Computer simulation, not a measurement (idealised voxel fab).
process module | voxel trench capacitor
cross-section cut | 260 nm wide | cells 5 nm
A cross-section is a grid of square cells, given in bands from the top down. A band is one or more rows of cells.
Each band's line starts with the height of the band's top and of its bottom, in nm. Then come its materials from left to right, each with its width in nm. One material with "throughout" fills the band from edge to edge. "air" is empty space.
Height 0 is the level under which the wafer as received is all one material. The lowest band goes on downwards, as in "0 down".
A width such as "30 to 40" changes by the same amount from each row of cells to the next, from the band's top row to its bottom row.
"no change" after a step means that no cell of the cross-section changed.
closed voids: empty space of 8 cells or more with no open way to the top, each as width x height at its distance from the left edge, in nm
after a step's settings: what the simulator itself notes on the step
overlay nm, on a step with a mask: how far to the right of its planned place the mask lay; to the left if negative
plan
1 op RECEIVE | material Si
2 op CONFORMAL_DEP | material SiN | thk nm 10
3 op PATTERN | tone open | mask id TRENCH | material resist | width nm 25 | pitch nm 45 | thk nm 15 | overlay nm 0
4 op DIRECTIONAL_ETCH | etch materials SiN | depth nm 10
5 op DIRECTIONAL_ETCH | etch materials Si | depth nm 40
6 op STRIP | etch materials resist
7 op CONFORMAL_DEP | material Al2O3 | thk nm 5
8 op CONFORMAL_DEP | material TiN | thk nm 5
9 op FILL_DEP | material W | thk nm 5
10 op CMP | height nm 10
as received, after step 1
  0 down: Si throughout
  closed voids: none
a wafer at the end: this start, this plan, one mistake
  10 to 0: SiN 45 | Al2O3 5 | TiN 5 | W 5 | TiN 5 | Al2O3 5 | SiN 20 | Al2O3 5 | TiN 5 | W 5 | TiN 5 | Al2O3 5 | SiN 20 | Al2O3 5 | TiN 5 | W 5 | TiN 5 | Al2O3 5 | SiN 20 | Al2O3 5 | TiN 5 | W 5 | TiN 5 | Al2O3 5 | SiN 55
  0 to -30: Si 45 | Al2O3 5 | TiN 5 | W 5 | TiN 5 | Al2O3 5 | Si 20 | Al2O3 5 | TiN 5 | W 5 | TiN 5 | Al2O3 5 | Si 20 | Al2O3 5 | TiN 5 | W 5 | TiN 5 | Al2O3 5 | Si 20 | Al2O3 5 | TiN 5 | W 5 | TiN 5 | Al2O3 5 | Si 55
  -30 to -35: Si 45 | Al2O3 5 | TiN 15 | Al2O3 5 | Si 20 | Al2O3 5 | TiN 15 | Al2O3 5 | Si 20 | Al2O3 5 | TiN 15 | Al2O3 5 | Si 20 | Al2O3 5 | TiN 15 | Al2O3 5 | Si 55
  -35 to -40: Si 45 | Al2O3 25 | Si 20 | Al2O3 25 | Si 20 | Al2O3 25 | Si 20 | Al2O3 25 | Si 55
  -40 down: Si throughout
  closed voids: none
what went wrong: step 3 ran as: op PATTERN | tone open | mask id TRENCH | material resist | width nm 25 | pitch nm 45 | thk nm 15 | overlay nm -5
